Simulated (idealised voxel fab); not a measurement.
process module | voxel trench capacitor
cross-section cut | 150 nm wide | cells 5 nm
A cross-section is a grid of square cells, given in bands from the top down. A band is one or more rows of cells.
Each band's line starts with the height of the band's top and of its bottom, in nm. Then come its materials from left to right, each with its width in nm. One material with "throughout" fills the band from edge to edge. "air" is empty space.
Height 0 is the level under which the wafer as received is all one material. The lowest band goes on downwards, as in "0 down".
A width such as "30 to 40" changes by the same amount from each row of cells to the next, from the band's top row to its bottom row.
"no change" after a step means that no cell of the cross-section changed.
closed voids: empty space of 8 cells or more with no open way to the top, each as width x height at its distance from the left edge, in nm
after a step's settings: what the simulator itself notes on the step
overlay nm, on a step with a mask: how far to the right of its planned place the mask lay; to the left if negative
plan
1 op RECEIVE | material Si
2 op CONFORMAL_DEP | material SiN | thk nm 5
3 op PATTERN | tone open | mask id TRENCH | material resist | width nm 20 | pitch nm 40 | thk nm 15 | overlay nm 0
4 op DIRECTIONAL_ETCH | etch materials SiN | depth nm 5
5 op DIRECTIONAL_ETCH | etch materials Si | depth nm 35
6 op STRIP | etch materials resist
7 op CONFORMAL_DEP | material SiO2 | thk nm 5
8 op FILL_DEP | material polySi | thk nm 5
9 op CMP | height nm 5
first wafer, as planned
as received, after step 1
  0 down: Si throughout
  closed voids: none
after step 2
  5 to 0: SiN throughout
  below 0: unchanged
after step 3
  20 to 5: resist 25 | air 20 | resist 20 | air 20 | resist 20 | air 20 | resist 25
  below 5: unchanged
after step 4
  20 to 5: resist 25 | air 20 | resist 20 | air 20 | resist 20 | air 20 | resist 25
  5 to 0: SiN 25 | air 20 | SiN 20 | air 20 | SiN 20 | air 20 | SiN 25
  below 0: unchanged
after step 5
  20 to 5: resist 25 | air 20 | resist 20 | air 20 | resist 20 | air 20 | resist 25
  5 to 0: SiN 25 | air 20 | SiN 20 | air 20 | SiN 20 | air 20 | SiN 25
  0 to -35: Si 25 | air 20 | Si 20 | air 20 | Si 20 | air 20 | Si 25
  below -35: unchanged
after step 6
  5 to 0: SiN 25 | air 20 | SiN 20 | air 20 | SiN 20 | air 20 | SiN 25
  below 0: unchanged
after step 7
  10 to 5: SiO2 30 | air 10 | SiO2 30 | air 10 | SiO2 30 | air 10 | SiO2 30
  5 to 0: SiN 25 | SiO2 5 | air 10 | SiO2 5 | SiN 20 | SiO2 5 | air 10 | SiO2 5 | SiN 20 | SiO2 5 | air 10 | SiO2 5 | SiN 25
  0 to -30: Si 25 | SiO2 5 | air 10 | SiO2 5 | Si 20 | SiO2 5 | air 10 | SiO2 5 | Si 20 | SiO2 5 | air 10 | SiO2 5 | Si 25
  -30 to -35: Si 25 | SiO2 20 | Si 20 | SiO2 20 | Si 20 | SiO2 20 | Si 25
  below -35: unchanged
after step 8
  15 to 10: polySi throughout
  10 to 5: SiO2 30 | polySi 10 | SiO2 30 | polySi 10 | SiO2 30 | polySi 10 | SiO2 30
  5 to 0: SiN 25 | SiO2 5 | polySi 10 | SiO2 5 | SiN 20 | SiO2 5 | polySi 10 | SiO2 5 | SiN 20 | SiO2 5 | polySi 10 | SiO2 5 | SiN 25
  0 to -30: Si 25 | SiO2 5 | polySi 10 | SiO2 5 | Si 20 | SiO2 5 | polySi 10 | SiO2 5 | Si 20 | SiO2 5 | polySi 10 | SiO2 5 | Si 25
  below -30: unchanged
after step 9
  5 to 0: SiN 25 | SiO2 5 | polySi 10 | SiO2 5 | SiN 20 | SiO2 5 | polySi 10 | SiO2 5 | SiN 20 | SiO2 5 | polySi 10 | SiO2 5 | SiN 25
  below 0: unchanged
second wafer: like start, like plan, one mistake. Through step 2 it matches the first wafer
when step 3 should have ended
  20 to 5: resist 25 | air 25 | resist 15 | air 25 | resist 15 | air 25 | resist 20
  below 5: unchanged
when step 4 should have ended
  20 to 5: resist 25 | air 25 | resist 15 | air 25 | resist 15 | air 25 | resist 20
  5 to 0: SiN 25 | air 25 | SiN 15 | air 25 | SiN 15 | air 25 | SiN 20
  below 0: unchanged
when step 5 should have ended
  20 to 5: resist 25 | air 25 | resist 15 | air 25 | resist 15 | air 25 | resist 20
  5 to 0: SiN 25 | air 25 | SiN 15 | air 25 | SiN 15 | air 25 | SiN 20
  0 to -35: Si 25 | air 25 | Si 15 | air 25 | Si 15 | air 25 | Si 20
  below -35: unchanged
when step 6 should have ended
  5 to 0: SiN 25 | air 25 | SiN 15 | air 25 | SiN 15 | air 25 | SiN 20
  below 0: unchanged
when step 7 should have ended
  10 to 5: SiO2 30 | air 15 | SiO2 25 | air 15 | SiO2 25 | air 15 | SiO2 25
  5 to 0: SiN 25 | SiO2 5 | air 15 | SiO2 5 | SiN 15 | SiO2 5 | air 15 | SiO2 5 | SiN 15 | SiO2 5 | air 15 | SiO2 5 | SiN 20
  0 to -30: Si 25 | SiO2 5 | air 15 | SiO2 5 | Si 15 | SiO2 5 | air 15 | SiO2 5 | Si 15 | SiO2 5 | air 15 | SiO2 5 | Si 20
  -30 to -35: Si 25 | SiO2 25 | Si 15 | SiO2 25 | Si 15 | SiO2 25 | Si 20
  below -35: unchanged
when step 8 should have ended
  15 to 10: polySi throughout
  10 to 5: SiO2 30 | polySi 15 | SiO2 25 | polySi 15 | SiO2 25 | polySi 15 | SiO2 25
  5 to 0: SiN 25 | SiO2 5 | polySi 15 | SiO2 5 | SiN 15 | SiO2 5 | polySi 15 | SiO2 5 | SiN 15 | SiO2 5 | polySi 15 | SiO2 5 | SiN 20
  0 to -30: Si 25 | SiO2 5 | polySi 15 | SiO2 5 | Si 15 | SiO2 5 | polySi 15 | SiO2 5 | Si 15 | SiO2 5 | polySi 15 | SiO2 5 | Si 20
  below -30: unchanged
when step 9 should have ended
  5 to 0: SiN 25 | SiO2 5 | polySi 15 | SiO2 5 | SiN 15 | SiO2 5 | polySi 15 | SiO2 5 | SiN 15 | SiO2 5 | polySi 15 | SiO2 5 | SiN 20
  below 0: unchanged
what went wrong: step 3 ran as: op PATTERN | tone open | mask id TRENCH | material resist | width nm 25 | pitch nm 40 | thk nm 15 | overlay nm 0
at the end the second wafer has, in cells: 21 fewer of Si | 3 fewer of SiN | 3 more of SiO2 | 21 more of polySi
